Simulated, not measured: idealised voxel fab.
Module name: voxel ribs on slabs (process module)
Section shown: cut. Width: 260 nm. Cell size: 5 nm, square.
Heads up, the way a cross-section reads in here is a grid of square cells, handed over as bands from the top down, with every band being one or more rows of cells.
Each band's line starts with the height of the band's top and of its bottom, in nm. Then come its materials from left to right, each with its width in nm. One material with "full width" fills the band from edge to edge. "blank" is empty space.
Basically, 0 is our baseline, since under it the wafer straight out of the box is all one material. The bottom band has no lower end and keeps on going down, so it looks like "0..down".
Quick explanation for "30->40": the width changes in equal steps down the rows of cells, from the first number in the band's top row to the second number in its bottom row.
Where the words "same as before" appear for a step, the cross-section shows no cell changed by that step; every cell remained as before.
"Closed internal cavities" lists enclosed empty spaces (at least 8 cells, no open path upward to the top), each as width x height at distance from the left edge, in nm.
On a step's line, text after the settings is the simulator commenting on that step.
overlay nm, on a step with a mask: how far to the right of its planned place the mask lay; to the left if negative

Planned step list for the process
step 1: RECEIVE with material Si
step 2: DIRECTIONAL_DEP with material SiO2, thk nm 20
step 3: DIRECTIONAL_DEP with material polySi, thk nm 15
step 4: DIRECTIONAL_DEP with material aC, thk nm 15
step 5: PATTERN with tone cover, mask id RIB, material resist, width nm 20, thk nm 30, overlay nm 0
step 6: DIRECTIONAL_ETCH with etch materials aC, depth nm 15
step 7: STRIP with etch materials resist
step 8: DIRECTIONAL_ETCH with etch materials polySi, depth nm 5
step 9: STRIP with etch materials aC
step 10: DIRECTIONAL_DEP with material aC, thk nm 15
step 11: PATTERN with tone cover, mask id SLAB, material resist, width nm 60, thk nm 30, overlay nm 0
step 12: DIRECTIONAL_ETCH with etch materials aC, depth nm 15
step 13: STRIP with etch materials resist
step 14: DIRECTIONAL_ETCH with etch materials polySi, depth nm 10
step 15: STRIP with etch materials aC
step 16: FILL_DEP with material SiO2, thk nm 25
step 17: CMP with height nm 55
step 18: DIRECTIONAL_DEP with material W, thk nm 10
step 19: MASKED_ETCH with tone cover, mask id HEATER, width nm 30, etch materials W, depth nm 10, overlay nm 0
step 20: CONFORMAL_DEP with material SiO2, thk nm 5

First out of two wafers; run went to plan

As-received wafer cross-section (after step 1)
* 0..down | Si full width
* Closed internal cavities: none

Cross-section of the wafer after step 2
* 20..0 | SiO2 full width
* Heights below 0 show no change.

Cross-section of the wafer after step 3
* 35..20 | polySi full width
* Heights below 20 show no change.

Cross-section of the wafer after step 4
* 50..35 | aC full width
* Heights below 35 show no change.

Cross-section of the wafer after step 5
* 80..50 | 120 blank  20 resist  120 blank
* Heights below 50 show no change.

Cross-section of the wafer after step 6
* 65..50 | 120 blank  20 resist  120 blank
* 50..35 | 120 blank  20 aC  120 blank
* Heights below 35 show no change.

Cross-section of the wafer after step 7
* 50..35 | 120 blank  20 aC  120 blank
* Heights below 35 show no change.

Cross-section of the wafer after step 8
* 50..35 | 120 blank  20 aC  120 blank
* 35..30 | 120 blank  20 polySi  120 blank
* Heights below 30 show no change.

Cross-section of the wafer after step 9
* 35..30 | 120 blank  20 polySi  120 blank
* Heights below 30 show no change.

Cross-section of the wafer after step 10
* 50..45 | 120 blank  20 aC  120 blank
* 45..35 | aC full width
* 35..30 | 120 aC  20 polySi  120 aC
* Heights below 30 show no change.

Cross-section of the wafer after step 11
* 80..50 | 100 blank  60 resist  100 blank
* 50..45 | 100 blank  20 resist  20 aC  20 resist  100 blank
* Heights below 45 show no change.

Cross-section of the wafer after step 12
* 65..50 | 100 blank  60 resist  100 blank
* 50..45 | 100 blank  20 resist  20 aC  20 resist  100 blank
* 45..35 | 100 blank  60 aC  100 blank
* 35..30 | 100 blank  20 aC  20 polySi  20 aC  100 blank
* Heights below 30 show no change.

Cross-section of the wafer after step 13
* 50..45 | 120 blank  20 aC  120 blank
* Heights below 45 show no change.

Cross-section of the wafer after step 14
* 50..45 | 120 blank  20 aC  120 blank
* 45..35 | 100 blank  60 aC  100 blank
* 35..30 | 100 blank  20 aC  20 polySi  20 aC  100 blank
* 30..20 | 100 blank  60 polySi  100 blank
* Heights below 20 show no change.

Cross-section of the wafer after step 15
* 35..30 | 120 blank  20 polySi  120 blank
* Heights below 30 show no change.

Cross-section of the wafer after step 16
* 60..35 | SiO2 full width
* 35..30 | 120 SiO2  20 polySi  120 SiO2
* 30..20 | 100 SiO2  60 polySi  100 SiO2
* Heights below 20 show no change.

Cross-section of the wafer after step 17
* 55..35 | SiO2 full width
* Heights below 35 show no change.

Cross-section of the wafer after step 18
* 65..55 | W full width
* Heights below 55 show no change.

Cross-section of the wafer after step 19
* 65..55 | 115 blank  30 W  115 blank
* Heights below 55 show no change.

Cross-section of the wafer after step 20
* 70..65 | 110 blank  40 SiO2  110 blank
* 65..60 | 110 blank  5 SiO2  30 W  5 SiO2  110 blank
* 60..55 | 115 SiO2  30 W  115 SiO2
* Heights below 55 show no change.

Now the other wafer: same start, same recipe, but we messed up one thing when running it. Up to and including step 1 it's the same as the first one

Here is the second wafer in cross-section at the point where step 2 of the plan should have been done
* 15..0 | polySi full width
* Heights below 0 show no change.

Here is the second wafer in cross-section at the point where step 3 of the plan should have been done
* 35..15 | SiO2 full width
* Heights below 15 show no change.

Here is the second wafer in cross-section at the point where step 4 of the plan should have been done
* 50..35 | aC full width
* Heights below 35 show no change.

Here is the second wafer in cross-section at the point where step 5 of the plan should have been done
* 80..50 | 120 blank  20 resist  120 blank
* Heights below 50 show no change.

Here is the second wafer in cross-section at the point where step 6 of the plan should have been done
* 65..50 | 120 blank  20 resist  120 blank
* 50..35 | 120 blank  20 aC  120 blank
* Heights below 35 show no change.

Here is the second wafer in cross-section at the point where step 7 of the plan should have been done
* 50..35 | 120 blank  20 aC  120 blank
* Heights below 35 show no change.

Here is the second wafer in cross-section at the point where step 8 of the plan should have been done: same as before

Here is the second wafer in cross-section at the point where step 9 of the plan should have been done
* 35..15 | SiO2 full width
* Heights below 15 show no change.

Here is the second wafer in cross-section at the point where step 10 of the plan should have been done
* 50..35 | aC full width
* Heights below 35 show no change.

Here is the second wafer in cross-section at the point where step 11 of the plan should have been done
* 80..50 | 100 blank  60 resist  100 blank
* Heights below 50 show no change.

Here is the second wafer in cross-section at the point where step 12 of the plan should have been done
* 65..50 | 100 blank  60 resist  100 blank
* 50..35 | 100 blank  60 aC  100 blank
* Heights below 35 show no change.

Here is the second wafer in cross-section at the point where step 13 of the plan should have been done
* 50..35 | 100 blank  60 aC  100 blank
* Heights below 35 show no change.

Here is the second wafer in cross-section at the point where step 14 of the plan should have been done: same as before

Here is the second wafer in cross-section at the point where step 15 of the plan should have been done
* 35..15 | SiO2 full width
* Heights below 15 show no change.

Here is the second wafer in cross-section at the point where step 16 of the plan should have been done
* 60..15 | SiO2 full width
* Heights below 15 show no change.

Here is the second wafer in cross-section at the point where step 17 of the plan should have been done
* 55..15 | SiO2 full width
* Heights below 15 show no change.

Here is the second wafer in cross-section at the point where step 18 of the plan should have been done
* 65..55 | W full width
* Heights below 55 show no change.

Here is the second wafer in cross-section at the point where step 19 of the plan should have been done
* 65..55 | 115 blank  30 W  115 blank
* Heights below 55 show no change.

Here is the second wafer in cross-section at the point where step 20 of the plan should have been done
* 70..65 | 110 blank  40 SiO2  110 blank
* 65..60 | 110 blank  5 SiO2  30 W  5 SiO2  110 blank
* 60..55 | 115 SiO2  30 W  115 SiO2
* Heights below 55 show no change.
Against the plan, the run slipped here: contrary to the plan, steps 2 and 3 were processed in exchanged order
The closing comparison, in cells, has the second wafer with more or fewer of some materials than the first: SiO2: 128 fewer | polySi: 128 more
